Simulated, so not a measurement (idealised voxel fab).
Process module under the name voxel air gaps
Shown is cross-section cut, with a width of 280 nm and square cells of size 5 nm.
Cross-section, as written here: a square-cell grid given band by band from the top down, where a band holds one or more rows of cells. Look at the band entry: it leads with the top's height and the bottom's height in nm. Then it lists the materials left to right, with a width in nm for each. The word "everywhere" on a single material says that material fills the band edge to edge. The word "blank" is empty space. Height 0 is the level under which the wafer as received is all one material. The lowest band goes on downwards, as in "z 0 and below". When a width is written as two numbers, as in "30..40", the first number is the width in the top row of cells of the band and the second is the width in its bottom row, and the width changes by the same amount from each row to the next. Step marked "remains unaltered"? Then no cell in the cross-section changed in it. "Voids lacking openings" - sealed voids, min. 8 cells, no opening to top; format: width x height at distance (distance from left edge; nm throughout). Step line, after settings: the simulator's comment on this step. overlay nm: where the mask lay relative to plan, measured to the right, on steps with a mask; negatives go left.
The following list gives the planned process steps
1) RECEIVE with material Si
2) CONFORMAL_DEP with material SiO2, thk nm 10
3) CONFORMAL_DEP with material SiN, thk nm 5
4) DIRECTIONAL_DEP with material lowk, thk nm 40
5) PATTERN with tone open, mask id LINES, material resist, width nm 20, pitch nm 45, thk nm 15, overlay nm 0
6) DIRECTIONAL_ETCH with etch materials lowk, depth nm 40
7) STRIP with etch materials resist
8) CONFORMAL_DEP with material TiN, thk nm 5
9) FILL_DEP with material Ru, thk nm 10
10) CMP with height nm 55
11) EPI with material Ru, thk nm 10
12) SELECTIVE_ETCH with etch materials lowk, depth nm 50
13) CONFORMAL_DEP with material SiCN, thk nm 5
Incoming wafer in cross-section (state: after step 1)
> z 0 and below = Si everywhere
> Voids lacking openings: none
The plan above was carried out on the starting structure above with one mistake, and this cross-section shows the wafer at the end of the module
> z 70 to 65 = SiCN everywhere
> z 65 to 55 = Ru everywhere
> z 55 to 50 = TiN 65 nm / Ru 10 nm / TiN 35 nm / Ru 10 nm / TiN 35 nm / Ru 10 nm / TiN 35 nm / Ru 10 nm / TiN 70 nm
> z 50 to 20 = lowk 60 nm / TiN 5 nm / Ru 10 nm / TiN 5 nm / lowk 25 nm / TiN 5 nm / Ru 10 nm / TiN 5 nm / lowk 25 nm / TiN 5 nm / Ru 10 nm / TiN 5 nm / lowk 25 nm / TiN 5 nm / Ru 10 nm / TiN 5 nm / lowk 65 nm
> z 20 to 15 = lowk 60 nm / TiN 20 nm / lowk 25 nm / TiN 20 nm / lowk 25 nm / TiN 20 nm / lowk 25 nm / TiN 20 nm / lowk 65 nm
> z 15 to 10 = SiN everywhere
> z 10 to 0 = SiO2 everywhere
> z 0 and below = Si everywhere
> Voids lacking openings: none
So what did we get wrong on this run? step 4 did not happen as planned, as run it was DIRECTIONAL_DEP with material lowk, thk nm 35
